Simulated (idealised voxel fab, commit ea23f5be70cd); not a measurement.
The document below concerns the process module designated voxel trench capacitor.
Section shown: cut. Width: 205 nm. Cell size: 5 nm, square.
Format of a cross-section: grid, square cells. Given as bands. Order: top down. Band: one or more rows of cells.
In this notation a band is specified by the heights of its top and bottom, in that order and in nm, after which its materials appear from left to right, each paired with its width in nm. The word "all across" attached to a single material means that material fills the band from edge to edge; the word "blank" stands for empty space.
Height is counted from the level 0, under which the received wafer is composed throughout of one material. The lowest of the bands is not closed at the bottom but continues downward, in the notation "0 and below".
A two-number width, for instance "30->40", indicates that the width is equal to the first number in the top row of the band and to the second number in the bottom row, and that it changes by a constant amount per row of cells.
No cell of the cross-section changed in a step that is given as "stayed the same".
Each empty space that has no open way to the top and spans at least 8 cells appears under "Closed void list" as width x height at distance, the distance counted from the left edge, all in nm.
That trailing text on a step's line, after the settings, is the simulator's own remark on the step.
The line of a step may include "overlay nm". On a step with a mask, this value is how far to the right of its planned place the mask lay. A negative value means the mask lay to the left.

Set out below are the planned steps of the process:
1: RECEIVE with material Si
2: CONFORMAL_DEP with material SiN, thk nm 10
3: DIRECTIONAL_DEP with material aC, thk nm 15
4: PATTERN with tone open, mask id TRENCH, material resist, width nm 25, pitch nm 45, thk nm 35, overlay nm 0
5: DIRECTIONAL_ETCH with etch materials aC, depth nm 15
6: STRIP with etch materials resist
7: DIRECTIONAL_ETCH with etch materials SiN, depth nm 10
8: DIRECTIONAL_ETCH with etch materials Si, depth nm 40
9: STRIP with etch materials aC
10: CONFORMAL_DEP with material HfO2, thk nm 5
11: CONFORMAL_DEP with material TiN, thk nm 5
12: FILL_DEP with material W, thk nm 5
13: CMP with height nm 10

First of two wafers, with the run carried out as planned:

Cross-section of the wafer at receipt, which is the condition after step 1:
  0 and below: Si all across
  Closed void list: none

Cross-section: wafer state after step 2:
  10 down to 0: SiN all across
  Below 0, the layers are the same as they were.

Cross-section: wafer state after step 3:
  25 down to 10: aC all across
  Below 10, the layers are the same as they were.

Cross-section: wafer state after step 4:
  60 down to 25: resist=65 | blank=25 | resist=20 | blank=25 | resist=70
  Below 25, the layers are the same as they were.

Cross-section: wafer state after step 5:
  45 down to 25: resist=65 | blank=25 | resist=20 | blank=25 | resist=70
  25 down to 10: aC=65 | blank=25 | aC=20 | blank=25 | aC=70
  Below 10, the layers are the same as they were.

Cross-section: wafer state after step 6:
  25 down to 10: aC=65 | blank=25 | aC=20 | blank=25 | aC=70
  Below 10, the layers are the same as they were.

Cross-section: wafer state after step 7:
  25 down to 10: aC=65 | blank=25 | aC=20 | blank=25 | aC=70
  10 down to 0: SiN=65 | blank=25 | SiN=20 | blank=25 | SiN=70
  Below 0, the layers are the same as they were.

Cross-section: wafer state after step 8:
  25 down to 10: aC=65 | blank=25 | aC=20 | blank=25 | aC=70
  10 down to 0: SiN=65 | blank=25 | SiN=20 | blank=25 | SiN=70
  0 down to -40: Si=65 | blank=25 | Si=20 | blank=25 | Si=70
  Below -40, the layers are the same as they were.

Cross-section: wafer state after step 9:
  10 down to 0: SiN=65 | blank=25 | SiN=20 | blank=25 | SiN=70
  Below 0, the layers are the same as they were.

Cross-section: wafer state after step 10:
  15 down to 10: HfO2=70 | blank=15 | HfO2=30 | blank=15 | HfO2=75
  10 down to 0: SiN=65 | HfO2=5 | blank=15 | HfO2=5 | SiN=20 | HfO2=5 | blank=15 | HfO2=5 | SiN=70
  0 down to -35: Si=65 | HfO2=5 | blank=15 | HfO2=5 | Si=20 | HfO2=5 | blank=15 | HfO2=5 | Si=70
  -35 down to -40: Si=65 | HfO2=25 | Si=20 | HfO2=25 | Si=70
  Below -40, the layers are the same as they were.

Cross-section: wafer state after step 11:
  20 down to 15: TiN=75 | blank=5 | TiN=40 | blank=5 | TiN=80
  15 down to 10: HfO2=70 | TiN=5 | blank=5 | TiN=5 | HfO2=30 | TiN=5 | blank=5 | TiN=5 | HfO2=75
  10 down to 0: SiN=65 | HfO2=5 | TiN=5 | blank=5 | TiN=5 | HfO2=5 | SiN=20 | HfO2=5 | TiN=5 | blank=5 | TiN=5 | HfO2=5 | SiN=70
  0 down to -30: Si=65 | HfO2=5 | TiN=5 | blank=5 | TiN=5 | HfO2=5 | Si=20 | HfO2=5 | TiN=5 | blank=5 | TiN=5 | HfO2=5 | Si=70
  -30 down to -35: Si=65 | HfO2=5 | TiN=15 | HfO2=5 | Si=20 | HfO2=5 | TiN=15 | HfO2=5 | Si=70
  Below -35, the layers are the same as they were.

Cross-section: wafer state after step 12:
  25 down to 20: W all across
  20 down to 15: TiN=75 | W=5 | TiN=40 | W=5 | TiN=80
  15 down to 10: HfO2=70 | TiN=5 | W=5 | TiN=5 | HfO2=30 | TiN=5 | W=5 | TiN=5 | HfO2=75
  10 down to 0: SiN=65 | HfO2=5 | TiN=5 | W=5 | TiN=5 | HfO2=5 | SiN=20 | HfO2=5 | TiN=5 | W=5 | TiN=5 | HfO2=5 | SiN=70
  0 down to -30: Si=65 | HfO2=5 | TiN=5 | W=5 | TiN=5 | HfO2=5 | Si=20 | HfO2=5 | TiN=5 | W=5 | TiN=5 | HfO2=5 | Si=70
  Below -30, the layers are the same as they were.

Cross-section: wafer state after step 13:
  10 down to 0: SiN=65 | HfO2=5 | TiN=5 | W=5 | TiN=5 | HfO2=5 | SiN=20 | HfO2=5 | TiN=5 | W=5 | TiN=5 | HfO2=5 | SiN=70
  Below 0, the layers are the same as they were.

The remaining wafer, second of the two, started like the first and was run to the same plan, except that one mistake was made along the way; the two coincide through step 3, inclusive:

Cross-section of the second wafer at the time step 4 of the plan should have ended:
  60 down to 25: blank=65 | resist=25 | blank=20 | resist=25 | blank=70
  Below 25, the layers are the same as they were.

Cross-section of the second wafer at the time step 5 of the plan should have ended:
  45 down to 25: blank=65 | resist=25 | blank=20 | resist=25 | blank=70
  25 down to 10: blank=65 | aC=25 | blank=20 | aC=25 | blank=70
  Below 10, the layers are the same as they were.

Cross-section of the second wafer at the time step 6 of the plan should have ended:
  25 down to 10: blank=65 | aC=25 | blank=20 | aC=25 | blank=70
  Below 10, the layers are the same as they were.

Cross-section of the second wafer at the time step 7 of the plan should have ended:
  25 down to 10: blank=65 | aC=25 | blank=20 | aC=25 | blank=70
  10 down to 0: blank=65 | SiN=25 | blank=20 | SiN=25 | blank=70
  Below 0, the layers are the same as they were.

Cross-section of the second wafer at the time step 8 of the plan should have ended:
  25 down to 10: blank=65 | aC=25 | blank=20 | aC=25 | blank=70
  10 down to 0: blank=65 | SiN=25 | blank=20 | SiN=25 | blank=70
  0 down to -40: blank=65 | Si=25 | blank=20 | Si=25 | blank=70
  Below -40, the layers are the same as they were.

Cross-section of the second wafer at the time step 9 of the plan should have ended:
  10 down to 0: blank=65 | SiN=25 | blank=20 | SiN=25 | blank=70
  Below 0, the layers are the same as they were.

Cross-section of the second wafer at the time step 10 of the plan should have ended:
  15 down to 10: blank=60 | HfO2=35 | blank=10 | HfO2=35 | blank=65
  10 down to 0: blank=60 | HfO2=5 | SiN=25 | HfO2=5 | blank=10 | HfO2=5 | SiN=25 | HfO2=5 | blank=65
  0 down to -35: blank=60 | HfO2=5 | Si=25 | HfO2=5 | blank=10 | HfO2=5 | Si=25 | HfO2=5 | blank=65
  -35 down to -40: HfO2=65 | Si=25 | HfO2=20 | Si=25 | HfO2=70
  Below -40, the layers are the same as they were.

Cross-section of the second wafer at the time step 11 of the plan should have ended:
  20 down to 15: blank=55 | TiN=90 | blank=60
  15 down to 10: blank=55 | TiN=5 | HfO2=35 | TiN=10 | HfO2=35 | TiN=5 | blank=60
  10 down to 0: blank=55 | TiN=5 | HfO2=5 | SiN=25 | HfO2=5 | TiN=10 | HfO2=5 | SiN=25 | HfO2=5 | TiN=5 | blank=60
  0 down to -30: blank=55 | TiN=5 | HfO2=5 | Si=25 | HfO2=5 | TiN=10 | HfO2=5 | Si=25 | HfO2=5 | TiN=5 | blank=60
  -30 down to -35: TiN=60 | HfO2=5 | Si=25 | HfO2=5 | TiN=10 | HfO2=5 | Si=25 | HfO2=5 | TiN=65
  Below -35, the layers are the same as they were.

Cross-section of the second wafer at the time step 12 of the plan should have ended:
  25 down to 20: W all across
  20 down to 15: W=55 | TiN=90 | W=60
  15 down to 10: W=55 | TiN=5 | HfO2=35 | TiN=10 | HfO2=35 | TiN=5 | W=60
  10 down to 0: W=55 | TiN=5 | HfO2=5 | SiN=25 | HfO2=5 | TiN=10 | HfO2=5 | SiN=25 | HfO2=5 | TiN=5 | W=60
  0 down to -30: W=55 | TiN=5 | HfO2=5 | Si=25 | HfO2=5 | TiN=10 | HfO2=5 | Si=25 | HfO2=5 | TiN=5 | W=60
  Below -30, the layers are the same as they were.

Cross-section of the second wafer at the time step 13 of the plan should have ended:
  10 down to 0: W=55 | TiN=5 | HfO2=5 | SiN=25 | HfO2=5 | TiN=10 | HfO2=5 | SiN=25 | HfO2=5 | TiN=5 | W=60
  Below 0, the layers are the same as they were.
In executing the process, a mistake was made relative to the plan: step 4 did not happen as planned, as run it was PATTERN with tone cover, mask id TRENCH, material resist, width nm 25, pitch nm 45, thk nm 35, overlay nm 0
Wafer comparison, final, in cells, second relative to first, materials more or fewer: HfO2 +21 | Si -168 | SiN -42 | TiN +21 | W +168
